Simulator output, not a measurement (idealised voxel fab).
voxel capacitor over wiring: a process module
Section cut is 170 nm wide and gridded with 5 nm square cells.
Cross-section = grid of square cells, listed top down in bands; band = one or more rows. First you get the band's top height and its bottom height, in nm, and then the materials it's made of, left to right, with each width in nm. If you see a single material with "edge to edge", that one covers the band edge to edge. "air" is empty space. Height datum 0, below which the as-received substrate wafer is one material. Lowest band open at the bottom, running downward: "top 0, no bottom". So if you see something like "30 to 40" for the width, read it as the top row of the band sitting at the first number and the bottom row at the second, with every row in between moving by the same amount as the last. "no change" after a step means that no cell of the cross-section changed. The label "Unvented voids" introduces a list of the empty spaces, 8 cells or larger, that have no open way up to the top; each entry in it reads width x height at distance, where the distance is taken from the left edge and all three are stated in nm. If you see something after the settings on a step's line, that's the simulator's own remark about that step. overlay nm: right-of-plan distance of the mask on a masked step; negative values mean left-of-plan. Each of the pairs that make up the rest of this document says: here is the cross-section before one process step, here is the cross-section after it, drawn only down to the lowest band that changed, and here, under the pair, is the step lying between them with its settings. Different pairs may come from different runs of this module on the same starting wafer, so a pair continues from the pair above it only where its entry headed "Prior to processing" says so.
[Prior to processing]
	top 0, no bottom  Si edge to edge
	Unvented voids: none
[Post-Process View]
	top 10, bottom 0  SiO2 edge to edge
	Lower than 0, everything is as it was.
	Unvented voids: none
The transition between the preceding cross-sections is accomplished by op CONFORMAL_DEP | material SiO2 | thk nm 10
Prior to processing: see the after view in the pair directly above.
[Post-Process View]
	top 15, bottom 10  TiN edge to edge
	Lower than 10, everything is as it was.
	Unvented voids: none
The transition between the preceding cross-sections is accomplished by op DIRECTIONAL_DEP | material TiN | thk nm 5
Prior to processing: see the after view in the pair directly above.
[Post-Process View]
	top 30, bottom 15  Ru edge to edge
	Lower than 15, everything is as it was.
	Unvented voids: none
The transition between the preceding cross-sections is accomplished by op DIRECTIONAL_DEP | material Ru | thk nm 15
Prior to processing: see the after view in the pair directly above.
[Post-Process View]
	top 45, bottom 30  air 30 | resist 25 | air 60 | resist 25 | air 30
	Lower than 30, everything is as it was.
	Unvented voids: none
The transition between the preceding cross-sections is accomplished by op PATTERN | tone cover | mask id METAL_1 | material resist | width nm 25 | pitch nm 85 | thk nm 15 | overlay nm 0
Prior to processing: see the after view in the pair directly above.
[Post-Process View]
	top 45, bottom 30  air 30 | resist 25 | air 60 | resist 25 | air 30
	top 30, bottom 15  air 30 | Ru 25 | air 60 | Ru 25 | air 30
	Lower than 15, everything is as it was.
	Unvented voids: none
The transition between the preceding cross-sections is accomplished by op DIRECTIONAL_ETCH | etch materials Ru | depth nm 15
Prior to processing: see the after view in the pair directly above.
[Post-Process View]
	top 45, bottom 30  air 30 | resist 25 | air 60 | resist 25 | air 30
	top 30, bottom 15  air 30 | Ru 25 | air 60 | Ru 25 | air 30
	top 15, bottom 10  air 30 | TiN 25 | air 60 | TiN 25 | air 30
	Lower than 10, everything is as it was.
	Unvented voids: none
The transition between the preceding cross-sections is accomplished by op DIRECTIONAL_ETCH | etch materials TiN | depth nm 5
Prior to processing: see the after view in the pair directly above.
[Post-Process View]
	top 30, bottom 15  air 30 | Ru 25 | air 60 | Ru 25 | air 30
	Lower than 15, everything is as it was.
	Unvented voids: none
The transition between the preceding cross-sections is accomplished by op STRIP | etch materials resist
Prior to processing: see the after view in the pair directly above.
[Post-Process View]
	top 40, bottom 30  lowk edge to edge
	top 30, bottom 15  lowk 30 | Ru 25 | lowk 60 | Ru 25 | lowk 30
	top 15, bottom 10  lowk 30 | TiN 25 | lowk 60 | TiN 25 | lowk 30
	Lower than 10, everything is as it was.
	Unvented voids: none
The transition between the preceding cross-sections is accomplished by op FILL_DEP | material lowk | thk nm 10
Prior to processing: see the after view in the pair directly above.
[Post-Process View]
	top 30, bottom 15  lowk 30 | Ru 25 | lowk 60 | Ru 25 | lowk 30
	Lower than 15, everything is as it was.
	Unvented voids: none
The transition between the preceding cross-sections is accomplished by op CMP | height nm 30
Prior to processing: see the after view in the pair directly above.
[Post-Process View]
	top 35, bottom 30  SiCN edge to edge
	Lower than 30, everything is as it was.
	Unvented voids: none
The transition between the preceding cross-sections is accomplished by op CONFORMAL_DEP | material SiCN | thk nm 5
Prior to processing: see the after view in the pair directly above.
[Post-Process View]
	top 45, bottom 35  lowk edge to edge
	Lower than 35, everything is as it was.
	Unvented voids: none
The transition between the preceding cross-sections is accomplished by op DIRECTIONAL_DEP | material lowk | thk nm 10
Prior to processing: see the after view in the pair directly above.
[Post-Process View]
	top 60, bottom 45  resist 40 | air 15 | resist 115
	Lower than 45, everything is as it was.
	Unvented voids: none
The transition between the preceding cross-sections is accomplished by op PATTERN | tone open | mask id PLUG_1 | material resist | width nm 15 | thk nm 15 | overlay nm 0
Prior to processing: see the after view in the pair directly above.
[Post-Process View]
	top 60, bottom 45  resist 40 | air 15 | resist 115
	top 45, bottom 35  lowk 40 | air 15 | lowk 115
	Lower than 35, everything is as it was.
	Unvented voids: none
The transition between the preceding cross-sections is accomplished by op DIRECTIONAL_ETCH | etch materials lowk | depth nm 10
Prior to processing: see the after view in the pair directly above.
[Post-Process View]
	top 60, bottom 45  resist 40 | air 15 | resist 115
	top 45, bottom 35  lowk 40 | air 15 | lowk 115
	top 35, bottom 30  SiCN 40 | air 15 | SiCN 115
	Lower than 30, everything is as it was.
	Unvented voids: none
The transition between the preceding cross-sections is accomplished by op DIRECTIONAL_ETCH | etch materials SiCN | depth nm 5
Prior to processing: see the after view in the pair directly above.
[Post-Process View]
	top 45, bottom 35  lowk 40 | air 15 | lowk 115
	Lower than 35, everything is as it was.
	Unvented voids: none
The transition between the preceding cross-sections is accomplished by op STRIP | etch materials resist
Prior to processing: see the after view in the pair directly above.
[Post-Process View]
	top 45, bottom 40  lowk 40 | air 15 | lowk 115
	top 40, bottom 35  lowk 40 | Ru 15 | lowk 115
	top 35, bottom 30  SiCN 40 | Ru 15 | SiCN 115
	Lower than 30, everything is as it was.
	Unvented voids: none
The transition between the preceding cross-sections is accomplished by op EPI | material Ru | thk nm 10
Prior to processing: see the after view in the pair directly above.
[Post-Process View]
	top 45, bottom 35  lowk 40 | Ru 15 | lowk 115
	Lower than 35, everything is as it was.
	Unvented voids: none
The transition between the preceding cross-sections is accomplished by op EPI | material Ru | thk nm 5
Prior to processing: see the after view in the pair directly above.
[Post-Process View]
	top 55, bottom 45  TiN edge to edge
	Lower than 45, everything is as it was.
	Unvented voids: none
The transition between the preceding cross-sections is accomplished by op DIRECTIONAL_DEP | material TiN | thk nm 10
Prior to processing: see the after view in the pair directly above.
[Post-Process View]
	top 60, bottom 55  Al2O3 edge to edge
	Lower than 55, everything is as it was.
	Unvented voids: none
The transition between the preceding cross-sections is accomplished by op DIRECTIONAL_DEP | material Al2O3 | thk nm 5
Prior to processing: see the after view in the pair directly above.
[Post-Process View]
	top 65, bottom 60  TiN edge to edge
	Lower than 60, everything is as it was.
	Unvented voids: none
The transition between the preceding cross-sections is accomplished by op DIRECTIONAL_DEP | material TiN | thk nm 5
Prior to processing: see the after view in the pair directly above.
[Post-Process View]
	top 65, bottom 60  air 40 | TiN 65 | air 65
	Lower than 60, everything is as it was.
	Unvented voids: none
The transition between the preceding cross-sections is accomplished by op MASKED_ETCH | tone cover | mask id UPPER_PLATE | width nm 65 | etch materials TiN | depth nm 5 | overlay nm 0
Prior to processing: see the after view in the pair directly above.
[Post-Process View]
	top 65, bottom 60  air 40 | TiN 65 | air 65
	top 60, bottom 55  air 40 | Al2O3 65 | air 65
	Lower than 55, everything is as it was.
	Unvented voids: none
The transition between the preceding cross-sections is accomplished by op MASKED_ETCH | tone cover | mask id UPPER_PLATE | width nm 65 | etch materials Al2O3 | depth nm 5 | overlay nm 0
Prior to processing: see the after view in the pair directly above.
[Post-Process View]
	top 80, bottom 70  air 40 | aC 65 | air 65
	top 70, bottom 65  aC edge to edge
	top 65, bottom 60  aC 40 | TiN 65 | aC 65
	top 60, bottom 55  aC 40 | Al2O3 65 | aC 65
	Lower than 55, everything is as it was.
	Unvented voids: none
The transition between the preceding cross-sections is accomplished by op DIRECTIONAL_DEP | material aC | thk nm 15
Prior to processing: see the after view in the pair directly above.
[Post-Process View]
	top 115, bottom 80  air 35 | resist 75 | air 60
	top 80, bottom 70  air 35 | resist 5 | aC 65 | resist 5 | air 60
	Lower than 70, everything is as it was.
	Unvented voids: none
The transition between the preceding cross-sections is accomplished by op PATTERN | tone cover | mask id LOWER_PLATE | material resist | width nm 75 | thk nm 35 | overlay nm 0
Prior to processing: see the after view in the pair directly above.
[Post-Process View]
	top 100, bottom 80  air 35 | resist 75 | air 60
	top 80, bottom 70  air 35 | resist 5 | aC 65 | resist 5 | air 60
	top 70, bottom 65  air 35 | aC 75 | air 60
	top 65, bottom 60  air 35 | aC 5 | TiN 65 | aC 5 | air 60
	top 60, bottom 55  air 35 | aC 5 | Al2O3 65 | aC 5 | air 60
	Lower than 55, everything is as it was.
	Unvented voids: none
The transition between the preceding cross-sections is accomplished by op DIRECTIONAL_ETCH | etch materials aC | depth nm 15
Prior to processing: see the after view in the pair directly above.
[Post-Process View]
	top 80, bottom 70  air 40 | aC 65 | air 65
	Lower than 70, everything is as it was.
	Unvented voids: none
The transition between the preceding cross-sections is accomplished by op STRIP | etch materials resist
Prior to processing: see the after view in the pair directly above.
[Post-Process View]
	top 80, bottom 70  air 40 | aC 65 | air 65
	top 70, bottom 65  air 35 | aC 75 | air 60
	top 65, bottom 60  air 35 | aC 5 | TiN 65 | aC 5 | air 60
	top 60, bottom 55  air 35 | aC 5 | Al2O3 65 | aC 5 | air 60
	top 55, bottom 45  air 35 | TiN 75 | air 60
	Lower than 45, everything is as it was.
	Unvented voids: none
The transition between the preceding cross-sections is accomplished by op DIRECTIONAL_ETCH | etch materials TiN | depth nm 10
Prior to processing: see the after view in the pair directly above.
[Post-Process View]
	top 65, bottom 60  air 40 | TiN 65 | air 65
	top 60, bottom 55  air 40 | Al2O3 65 | air 65
	Lower than 55, everything is as it was.
	Unvented voids: none
The transition between the preceding cross-sections is accomplished by op STRIP | etch materials aC
Prior to processing: see the after view in the pair directly above.
[Post-Process View]
	top 85, bottom 65  SiO2 edge to edge
	top 65, bottom 60  SiO2 40 | TiN 65 | SiO2 65
	top 60, bottom 55  SiO2 40 | Al2O3 65 | SiO2 65
	top 55, bottom 45  SiO2 35 | TiN 75 | SiO2 60
	Lower than 45, everything is as it was.
	Unvented voids: none
The transition between the preceding cross-sections is accomplished by op FILL_DEP | material SiO2 | thk nm 20
Prior to processing: see the after view in the pair directly above.
[Post-Process View]
	top 80, bottom 65  SiO2 edge to edge
	Lower than 65, everything is as it was.
	Unvented voids: none
The transition between the preceding cross-sections is accomplished by op CMP | height nm 80
Prior to processing: see the after view in the pair directly above.
[Post-Process View]
	top 95, bottom 80  aC edge to edge
	Lower than 80, everything is as it was.
	Unvented voids: none
The transition between the preceding cross-sections is accomplished by op DIRECTIONAL_DEP | material aC | thk nm 15
Prior to processing: see the after view in the pair directly above.
[Post-Process View]
	top 125, bottom 95  resist 50 | air 15 | resist 105
	Lower than 95, everything is as it was.
	Unvented voids: none
The transition between the preceding cross-sections is accomplished by op PATTERN | tone open | mask id PLUG_2 | material resist | width nm 15 | thk nm 30 | overlay nm 0
Prior to processing: see the after view in the pair directly above.
[Post-Process View]
	top 110, bottom 95  resist 50 | air 15 | resist 105
	top 95, bottom 80  aC 50 | air 15 | aC 105
	Lower than 80, everything is as it was.
	Unvented voids: none
The transition between the preceding cross-sections is accomplished by op DIRECTIONAL_ETCH | etch materials aC | depth nm 15
Prior to processing: see the after view in the pair directly above.
[Post-Process View]
	top 95, bottom 80  aC 50 | air 15 | aC 105
	Lower than 80, everything is as it was.
	Unvented voids: none
The transition between the preceding cross-sections is accomplished by op STRIP | etch materials resist
Prior to processing: see the after view in the pair directly above.
[Post-Process View]
	top 95, bottom 80  aC 50 | air 15 | aC 105
	top 80, bottom 65  SiO2 50 | air 15 | SiO2 105
	Lower than 65, everything is as it was.
	Unvented voids: none
The transition between the preceding cross-sections is accomplished by op DIRECTIONAL_ETCH | etch materials SiO2 | depth nm 15
Prior to processing: see the after view in the pair directly above.
[Post-Process View]
	top 80, bottom 65  SiO2 50 | air 15 | SiO2 105
	Lower than 65, everything is as it was.
	Unvented voids: none
The transition between the preceding cross-sections is accomplished by op STRIP | etch materials aC
Prior to processing: see the after view in the pair directly above.
[Post-Process View]
	top 85, bottom 80  TiN 55 | air 5 | TiN 110
	top 80, bottom 70  SiO2 50 | TiN 5 | air 5 | TiN 5 | SiO2 105
	top 70, bottom 60  SiO2 50 to 40 | TiN 15 to 65 | SiO2 105 to 65
	Lower than 60, everything is as it was.
	Unvented voids: none
The transition between the preceding cross-sections is accomplished by op CONFORMAL_DEP | material TiN | thk nm 5
Prior to processing: see the after view in the pair directly above.
[Post-Process View]
	top 90, bottom 85  Cu edge to edge
	top 85, bottom 80  TiN 55 | Cu 5 | TiN 110
	top 80, bottom 70  SiO2 50 | TiN 5 | Cu 5 | TiN 5 | SiO2 105
	Lower than 70, everything is as it was.
	Unvented voids: none
The transition between the preceding cross-sections is accomplished by op FILL_DEP | material Cu | thk nm 5
Prior to processing: see the after view in the pair directly above.
[Post-Process View]
	top 80, bottom 70  SiO2 50 | TiN 5 | Cu 5 | TiN 5 | SiO2 105
	Lower than 70, everything is as it was.
	Unvented voids: none
The transition between the preceding cross-sections is accomplished by op CMP | height nm 80
Prior to processing: see the after view in the pair directly above.
[Post-Process View]
	top 85, bottom 80  SiN edge to edge
	Lower than 80, everything is as it was.
	Unvented voids: none
The transition between the preceding cross-sections is accomplished by op CONFORMAL_DEP | material SiN | thk nm 5
[Prior to processing]
	top 0, no bottom  Si edge to edge
	Unvented voids: none
[Post-Process View]
	top 5, bottom 0  TiN edge to edge
	Lower than 0, everything is as it was.
	Unvented voids: none
The transition between the preceding cross-sections is accomplished by op DIRECTIONAL_DEP | material TiN | thk nm 5
Prior to processing: see the after view in the pair directly above.
[Post-Process View]
	top 20, bottom 5  Ru edge to edge
	Lower than 5, everything is as it was.
	Unvented voids: none
The transition between the preceding cross-sections is accomplished by op DIRECTIONAL_DEP | material Ru | thk nm 15
Prior to processing: see the after view in the pair directly above.
[Post-Process View]
	top 35, bottom 20  air 30 | resist 25 | air 60 | resist 25 | air 30
	Lower than 20, everything is as it was.
	Unvented voids: none
The transition between the preceding cross-sections is accomplished by op PATTERN | tone cover | mask id METAL_1 | material resist | width nm 25 | pitch nm 85 | thk nm 15 | overlay nm 0
Prior to processing: see the after view in the pair directly above.
[Post-Process View]
	top 35, bottom 20  air 30 | resist 25 | air 60 | resist 25 | air 30
	top 20, bottom 5  air 30 | Ru 25 | air 60 | Ru 25 | air 30
	Lower than 5, everything is as it was.
	Unvented voids: none
The transition between the preceding cross-sections is accomplished by op DIRECTIONAL_ETCH | etch materials Ru | depth nm 15
Prior to processing: see the after view in the pair directly above.
[Post-Process View]
	top 35, bottom 20  air 30 | resist 25 | air 60 | resist 25 | air 30
	top 20, bottom 5  air 30 | Ru 25 | air 60 | Ru 25 | air 30
	top 5, bottom 0  air 30 | TiN 25 | air 60 | TiN 25 | air 30
	Lower than 0, everything is as it was.
	Unvented voids: none
The transition between the preceding cross-sections is accomplished by op DIRECTIONAL_ETCH | etch materials TiN | depth nm 5
Prior to processing: see the after view in the pair directly above.
[Post-Process View]
	top 20, bottom 5  air 30 | Ru 25 | air 60 | Ru 25 | air 30
	Lower than 5, everything is as it was.
	Unvented voids: none
The transition between the preceding cross-sections is accomplished by op STRIP | etch materials resist
Prior to processing: see the after view in the pair directly above.
[Post-Process View]
	top 30, bottom 20  lowk edge to edge
	top 20, bottom 5  lowk 30 | Ru 25 | lowk 60 | Ru 25 | lowk 30
	top 5, bottom 0  lowk 30 | TiN 25 | lowk 60 | TiN 25 | lowk 30
	Lower than 0, everything is as it was.
	Unvented voids: none
The transition between the preceding cross-sections is accomplished by op FILL_DEP | material lowk | thk nm 10
Prior to processing: see the after view in the pair directly above.
[Post-Process View]
	top 35, bottom 30  SiCN edge to edge
	Lower than 30, everything is as it was.
	Unvented voids: none
The transition between the preceding cross-sections is accomplished by op CONFORMAL_DEP | material SiCN | thk nm 5
Prior to processing: see the after view in the pair directly above.
[Post-Process View]
	top 45, bottom 35  lowk edge to edge
	Lower than 35, everything is as it was.
	Unvented voids: none
The transition between the preceding cross-sections is accomplished by op DIRECTIONAL_DEP | material lowk | thk nm 10
Prior to processing: see the after view in the pair directly above.
[Post-Process View]
	top 60, bottom 45  resist 40 | air 15 | resist 115
	Lower than 45, everything is as it was.
	Unvented voids: none
The transition between the preceding cross-sections is accomplished by op PATTERN | tone open | mask id PLUG_1 | material resist | width nm 15 | thk nm 15 | overlay nm 0
Prior to processing: see the after view in the pair directly above.
[Post-Process View]
	top 60, bottom 45  resist 40 | air 15 | resist 115
	top 45, bottom 35  lowk 40 | air 15 | lowk 115
	Lower than 35, everything is as it was.
	Unvented voids: none
The transition between the preceding cross-sections is accomplished by op DIRECTIONAL_ETCH | etch materials lowk | depth nm 10
Prior to processing: see the after view in the pair directly above.
[Post-Process View]
	top 60, bottom 45  resist 40 | air 15 | resist 115
	top 45, bottom 35  lowk 40 | air 15 | lowk 115
	top 35, bottom 30  SiCN 40 | air 15 | SiCN 115
	Lower than 30, everything is as it was.
	Unvented voids: none
The transition between the preceding cross-sections is accomplished by op DIRECTIONAL_ETCH | etch materials SiCN | depth nm 5
Prior to processing: see the after view in the pair directly above.
[Post-Process View]
	top 45, bottom 35  lowk 40 | air 15 | lowk 115
	Lower than 35, everything is as it was.
	Unvented voids: none
The transition between the preceding cross-sections is accomplished by op STRIP | etch materials resist
Prior to processing: see the after view in the pair directly above.
[Post-Process View]
	top 55, bottom 45  TiN 40 | air 15 | TiN 115
	top 45, bottom 40  lowk 40 | air 15 | lowk 115
	top 40, bottom 35  lowk 40 | TiN 15 | lowk 115
	top 35, bottom 30  SiCN 40 | TiN 15 | SiCN 115
	Lower than 30, everything is as it was.
	Unvented voids: none
The transition between the preceding cross-sections is accomplished by op DIRECTIONAL_DEP | material TiN | thk nm 10
Prior to processing: see the after view in the pair directly above.
[Post-Process View]
	top 60, bottom 55  Al2O3 40 | air 15 | Al2O3 115
	top 55, bottom 45  TiN 40 | air 15 | TiN 115
	top 45, bottom 40  lowk 40 | Al2O3 15 | lowk 115
	Lower than 40, everything is as it was.
	Unvented voids: none
The transition between the preceding cross-sections is accomplished by op DIRECTIONAL_DEP | material Al2O3 | thk nm 5
Prior to processing: see the after view in the pair directly above.
[Post-Process View]
	top 65, bottom 60  TiN 40 | air 15 | TiN 115
	top 60, bottom 55  Al2O3 40 | air 15 | Al2O3 115
	top 55, bottom 50  TiN 40 | air 15 | TiN 115
	top 50, bottom 45  TiN edge to edge
	Lower than 45, everything is as it was.
	Unvented voids: none
The transition between the preceding cross-sections is accomplished by op DIRECTIONAL_DEP | material TiN | thk nm 5
Prior to processing: see the after view in the pair directly above.
[Post-Process View]
	top 65, bottom 60  air 55 | TiN 50 | air 65
	Lower than 60, everything is as it was.
	Unvented voids: none
The transition between the preceding cross-sections is accomplished by op MASKED_ETCH | tone cover | mask id UPPER_PLATE | width nm 65 | etch materials TiN | depth nm 5 | overlay nm 0
Prior to processing: see the after view in the pair directly above.
[Post-Process View]
	top 65, bottom 60  air 55 | TiN 50 | air 65
	top 60, bottom 55  air 55 | Al2O3 50 | air 65
	Lower than 55, everything is as it was.
	Unvented voids: none
The transition between the preceding cross-sections is accomplished by op MASKED_ETCH | tone cover | mask id UPPER_PLATE | width nm 65 | etch materials Al2O3 | depth nm 5 | overlay nm 0
Prior to processing: see the after view in the pair directly above.
[Post-Process View]
	top 80, bottom 70  air 55 | aC 50 | air 65
	top 70, bottom 65  aC 40 | air 15 | aC 115
	top 65, bottom 60  aC 55 | TiN 50 | aC 65
	top 60, bottom 55  aC 55 | Al2O3 50 | aC 65
	top 55, bottom 50  TiN 40 | aC 15 | TiN 115
	Lower than 50, everything is as it was.
	Unvented voids: none
The transition between the preceding cross-sections is accomplished by op DIRECTIONAL_DEP | material aC | thk nm 15
Prior to processing: see the after view in the pair directly above.
[Post-Process View]
	top 115, bottom 80  air 35 | resist 75 | air 60
	top 80, bottom 70  air 35 | resist 20 | aC 50 | resist 5 | air 60
	top 70, bottom 65  aC 40 | resist 15 | aC 115
	Lower than 65, everything is as it was.
	Unvented voids: none
The transition between the preceding cross-sections is accomplished by op PATTERN | tone cover | mask id LOWER_PLATE | material resist | width nm 75 | thk nm 35 | overlay nm 0
Prior to processing: see the after view in the pair directly above.
[Post-Process View]
	top 100, bottom 80  air 35 | resist 75 | air 60
	top 80, bottom 70  air 35 | resist 20 | aC 50 | resist 5 | air 60
	top 70, bottom 65  air 35 | aC 5 | resist 15 | aC 55 | air 60
	top 65, bottom 60  air 35 | aC 20 | TiN 50 | aC 5 | air 60
	top 60, bottom 55  air 35 | aC 20 | Al2O3 50 | aC 5 | air 60
	Lower than 55, everything is as it was.
	Unvented voids: none
The transition between the preceding cross-sections is accomplished by op DIRECTIONAL_ETCH | etch materials aC | depth nm 15
Prior to processing: see the after view in the pair directly above.
[Post-Process View]
	top 80, bottom 70  air 55 | aC 50 | air 65
	top 70, bottom 65  air 35 | aC 5 | air 15 | aC 55 | air 60
	Lower than 65, everything is as it was.
	Unvented voids: none
The transition between the preceding cross-sections is accomplished by op STRIP | etch materials resist
Prior to processing: see the after view in the pair directly above.
[Post-Process View]
	top 80, bottom 70  air 55 | aC 50 | air 65
	top 70, bottom 65  air 35 | aC 5 | air 15 | aC 55 | air 60
	top 65, bottom 60  air 35 | aC 20 | TiN 50 | aC 5 | air 60
	top 60, bottom 55  air 35 | aC 20 | Al2O3 50 | aC 5 | air 60
	top 55, bottom 50  air 35 | TiN 5 | aC 15 | TiN 55 | air 60
	top 50, bottom 45  air 35 | TiN 75 | air 60
	Lower than 45, everything is as it was.
	Unvented voids: none
The transition between the preceding cross-sections is accomplished by op DIRECTIONAL_ETCH | etch materials TiN | depth nm 10
Prior to processing: see the after view in the pair directly above.
[Post-Process View]
	top 65, bottom 60  air 55 | TiN 50 | air 65
	top 60, bottom 55  air 55 | Al2O3 50 | air 65
	top 55, bottom 50  air 35 | TiN 5 | air 15 | TiN 55 | air 60
	Lower than 50, everything is as it was.
	Unvented voids: none
The transition between the preceding cross-sections is accomplished by op STRIP | etch materials aC
Prior to processing: see the after view in the pair directly above.
[Post-Process View]
	top 85, bottom 65  SiO2 edge to edge
	top 65, bottom 60  SiO2 55 | TiN 50 | SiO2 65
	top 60, bottom 55  SiO2 55 | Al2O3 50 | SiO2 65
	top 55, bottom 50  SiO2 35 | TiN 5 | SiO2 15 | TiN 55 | SiO2 60
	top 50, bottom 45  SiO2 35 | TiN 75 | SiO2 60
	Lower than 45, everything is as it was.
	Unvented voids: none
The transition between the preceding cross-sections is accomplished by op FILL_DEP | material SiO2 | thk nm 20
Prior to processing: see the after view in the pair directly above.
[Post-Process View]
	top 80, bottom 65  SiO2 edge to edge
	Lower than 65, everything is as it was.
	Unvented voids: none
The transition between the preceding cross-sections is accomplished by op CMP | height nm 80
Prior to processing: see the after view in the pair directly above.
[Post-Process View]
	top 95, bottom 80  aC edge to edge
	Lower than 80, everything is as it was.
	Unvented voids: none
The transition between the preceding cross-sections is accomplished by op DIRECTIONAL_DEP | material aC | thk nm 15
Prior to processing: see the after view in the pair directly above.
[Post-Process View]
	top 125, bottom 95  resist 50 | air 15 | resist 105
	Lower than 95, everything is as it was.
	Unvented voids: none
The transition between the preceding cross-sections is accomplished by op PATTERN | tone open | mask id PLUG_2 | material resist | width nm 15 | thk nm 30 | overlay nm 0
Prior to processing: see the after view in the pair directly above.
[Post-Process View]
	top 110, bottom 95  resist 50 | air 15 | resist 105
	top 95, bottom 80  aC 50 | air 15 | aC 105
	Lower than 80, everything is as it was.
	Unvented voids: none
The transition between the preceding cross-sections is accomplished by op DIRECTIONAL_ETCH | etch materials aC | depth nm 15
Prior to processing: see the after view in the pair directly above.
[Post-Process View]
	top 95, bottom 80  aC 50 | air 15 | aC 105
	Lower than 80, everything is as it was.
	Unvented voids: none
The transition between the preceding cross-sections is accomplished by op STRIP | etch materials resist
Prior to processing: see the after view in the pair directly above.
[Post-Process View]
	top 95, bottom 80  aC 50 | air 15 | aC 105
	top 80, bottom 65  SiO2 50 | air 15 | SiO2 105
	Lower than 65, everything is as it was.
	Unvented voids: none
The transition between the preceding cross-sections is accomplished by op DIRECTIONAL_ETCH | etch materials SiO2 | depth nm 15
Prior to processing: see the after view in the pair directly above.
[Post-Process View]
	top 80, bottom 65  SiO2 50 | air 15 | SiO2 105
	Lower than 65, everything is as it was.
	Unvented voids: none
The transition between the preceding cross-sections is accomplished by op STRIP | etch materials aC
Prior to processing: see the after view in the pair directly above.
[Post-Process View]
	top 85, bottom 80  TiN 55 | air 5 | TiN 110
	top 80, bottom 70  SiO2 50 | TiN 5 | air 5 | TiN 5 | SiO2 105
	top 70, bottom 60  SiO2 50 to 55 | TiN 15 to 50 | SiO2 105 to 65
	Lower than 60, everything is as it was.
	Unvented voids: none
The transition between the preceding cross-sections is accomplished by op CONFORMAL_DEP | material TiN | thk nm 5
Prior to processing: see the after view in the pair directly above.
[Post-Process View]
	top 90, bottom 85  Cu edge to edge
	top 85, bottom 80  TiN 55 | Cu 5 | TiN 110
	top 80, bottom 70  SiO2 50 | TiN 5 | Cu 5 | TiN 5 | SiO2 105
	Lower than 70, everything is as it was.
	Unvented voids: none
The transition between the preceding cross-sections is accomplished by op FILL_DEP | material Cu | thk nm 5
Prior to processing: see the after view in the pair directly above.
[Post-Process View]
	top 80, bottom 70  SiO2 50 | TiN 5 | Cu 5 | TiN 5 | SiO2 105
	Lower than 70, everything is as it was.
	Unvented voids: none
The transition between the preceding cross-sections is accomplished by op CMP | height nm 80
Prior to processing: see the after view in the pair directly above.
[Post-Process View]
	top 85, bottom 80  SiN edge to edge
	Lower than 80, everything is as it was.
	Unvented voids: none
The transition between the preceding cross-sections is accomplished by op CONFORMAL_DEP | material SiN | thk nm 5
[Prior to processing]
	top 45, bottom 40  lowk 40 | air 15 | lowk 115
	top 40, bottom 35  lowk 40 | Ru 15 | lowk 115
	top 35, bottom 30  SiCN 40 | Ru 15 | SiCN 115
	top 30, bottom 15  lowk 30 | Ru 25 | lowk 60 | Ru 25 | lowk 30
	top 15, bottom 10  lowk 30 | TiN 25 | lowk 60 | TiN 25 | lowk 30
	top 10, bottom 0  SiO2 edge to edge
	top 0, no bottom  Si edge to edge
	Unvented voids: none
[Post-Process View]
	top 50, bottom 45  air 35 | Ru 25 | air 110
	top 45, bottom 35  lowk 40 | Ru 15 | lowk 115
	Lower than 35, everything is as it was.
	Unvented voids: none
The transition between the preceding cross-sections is accomplished by op EPI | material Ru | thk nm 10
Prior to processing: see the after view in the pair directly above.
[Post-Process View]
	top 55, bottom 45  air 30 | Ru 35 | air 105
	Lower than 45, everything is as it was.
	Unvented voids: none
The transition between the preceding cross-sections is accomplished by op EPI | material Ru | thk nm 5
Prior to processing: see the after view in the pair directly above.
[Post-Process View]
	top 65, bottom 55  air 30 | TiN 35 | air 105
	top 55, bottom 45  TiN 30 | Ru 35 | TiN 105
	Lower than 45, everything is as it was.
	Unvented voids: none
The transition between the preceding cross-sections is accomplished by op DIRECTIONAL_DEP | material TiN | thk nm 10
Prior to processing: see the after view in the pair directly above.
[Post-Process View]
	top 70, bottom 65  air 30 | Al2O3 35 | air 105
	top 65, bottom 60  air 30 | TiN 35 | air 105
	top 60, bottom 55  Al2O3 30 | TiN 35 | Al2O3 105
	Lower than 55, everything is as it was.
	Unvented voids: none
The transition between the preceding cross-sections is accomplished by op DIRECTIONAL_DEP | material Al2O3 | thk nm 5
Prior to processing: see the after view in the pair directly above.
[Post-Process View]
	top 75, bottom 70  air 30 | TiN 35 | air 105
	top 70, bottom 65  air 30 | Al2O3 35 | air 105
	top 65, bottom 60  TiN edge to edge
	Lower than 60, everything is as it was.
	Unvented voids: none
The transition between the preceding cross-sections is accomplished by op DIRECTIONAL_DEP | material TiN | thk nm 5
Prior to processing: see the after view in the pair directly above.
[Post-Process View]
	top 75, bottom 70  air 40 | TiN 25 | air 105
	top 70, bottom 65  air 30 | Al2O3 35 | air 105
	top 65, bottom 60  air 30 | TiN 75 | air 65
	Lower than 60, everything is as it was.
	Unvented voids: none
The transition between the preceding cross-sections is accomplished by op MASKED_ETCH | tone cover | mask id UPPER_PLATE | width nm 65 | etch materials TiN | depth nm 5 | overlay nm 0
Prior to processing: see the after view in the pair directly above.
[Post-Process View]
	top 75, bottom 70  air 40 | TiN 25 | air 105
	top 70, bottom 65  air 40 | Al2O3 25 | air 105
	top 65, bottom 60  air 30 | TiN 75 | air 65
	top 60, bottom 55  air 30 | TiN 35 | Al2O3 40 | air 65
	Lower than 55, everything is as it was.
	Unvented voids: none
The transition between the preceding cross-sections is accomplished by op MASKED_ETCH | tone cover | mask id UPPER_PLATE | width nm 65 | etch materials Al2O3 | depth nm 5 | overlay nm 0
Prior to processing: see the after view in the pair directly above.
[Post-Process View]
	top 90, bottom 80  air 40 | aC 25 | air 105
	top 80, bottom 75  air 30 | aC 75 | air 65
	top 75, bottom 70  air 30 | aC 10 | TiN 25 | aC 40 | air 65
	top 70, bottom 65  aC 40 | Al2O3 25 | aC 105
	top 65, bottom 60  aC 30 | TiN 75 | aC 65
	top 60, bottom 55  aC 30 | TiN 35 | Al2O3 40 | aC 65
	Lower than 55, everything is as it was.
	Unvented voids: none
The transition between the preceding cross-sections is accomplished by op DIRECTIONAL_DEP | material aC | thk nm 15
Prior to processing: see the after view in the pair directly above.
[Post-Process View]
	top 125, bottom 90  air 35 | resist 75 | air 60
	top 90, bottom 80  air 35 | resist 5 | aC 25 | resist 45 | air 60
	top 80, bottom 75  air 30 | aC 75 | resist 5 | air 60
	top 75, bottom 70  air 30 | aC 10 | TiN 25 | aC 40 | resist 5 | air 60
	Lower than 70, everything is as it was.
	Unvented voids: none
The transition between the preceding cross-sections is accomplished by op PATTERN | tone cover | mask id LOWER_PLATE | material resist | width nm 75 | thk nm 35 | overlay nm 0
